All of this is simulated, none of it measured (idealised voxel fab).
process module | voxel tone inversion
cross-section cut | 240 nm wide | cells 5 nm
A cross-section is a grid of square cells, given in bands from the top down. A band is one or more rows of cells.
Each band's line starts with the height of the band's top and of its bottom, in nm. Then come its materials from left to right, each with its width in nm. One material with "throughout" fills the band from edge to edge. "air" is empty space.
Height 0 is the level under which the wafer as received is all one material. The lowest band goes on downwards, as in "0 down".
A width such as "30 to 40" changes by the same amount from each row of cells to the next, from the band's top row to its bottom row.
"no change" after a step means that no cell of the cross-section changed.
closed voids: empty space of 8 cells or more with no open way to the top, each as width x height at its distance from the left edge, in nm
after a step's settings: what the simulator itself notes on the step
overlay nm, on a step with a mask: how far to the right of its planned place the mask lay; to the left if negative
plan
1 op RECEIVE | material Si
2 op CONFORMAL_DEP | material SiN | thk nm 5
3 op DIRECTIONAL_DEP | material aC | thk nm 20
4 op PATTERN | tone cover | mask id POSTS | material resist | width nm 15 | pitch nm 45 | thk nm 30 | overlay nm 0
5 op DIRECTIONAL_ETCH | etch materials aC | depth nm 20
6 op STRIP | etch materials resist
7 op FILL_DEP | material SiO2 | thk nm 5
8 op CMP | height nm 25
9 op STRIP | etch materials aC
10 op CONFORMAL_DEP | material TiN | thk nm 5
11 op FILL_DEP | material Ru | thk nm 5
12 op CMP | height nm 25
13 op CONFORMAL_DEP | material SiN | thk nm 5
as received, after step 1
  0 down: Si throughout
  closed voids: none
first wafer at the end, as planned
  30 to 25: SiN throughout
  25 to 10: SiO2 45 | TiN 5 | Ru 5 | TiN 5 | SiO2 30 | TiN 5 | Ru 5 | TiN 5 | SiO2 30 | TiN 5 | Ru 5 | TiN 5 | SiO2 30 | TiN 5 | Ru 5 | TiN 5 | SiO2 45
  10 to 5: SiO2 45 | TiN 15 | SiO2 30 | TiN 15 | SiO2 30 | TiN 15 | SiO2 30 | TiN 15 | SiO2 45
  5 to 0: SiN throughout
  0 down: Si throughout
  closed voids: none
second wafer at the end: like start, like plan, one mistake
  30 to 25: SiN throughout
  25 to 10: Ru 40 | TiN 5 | SiO2 15 | TiN 5 | Ru 20 | TiN 5 | SiO2 15 | TiN 5 | Ru 20 | TiN 5 | SiO2 15 | TiN 5 | Ru 20 | TiN 5 | SiO2 15 | TiN 5 | Ru 40
  10 to 5: TiN 45 | SiO2 15 | TiN 30 | SiO2 15 | TiN 30 | SiO2 15 | TiN 30 | SiO2 15 | TiN 45
  5 to 0: SiN throughout
  0 down: Si throughout
  closed voids: none
what went wrong: step 4 ran as: op PATTERN | tone open | mask id POSTS | material resist | width nm 15 | pitch nm 45 | thk nm 30 | overlay nm 0
at the end the second wafer has, in cells: 72 more of Ru | 96 fewer of SiO2 | 24 more of TiN
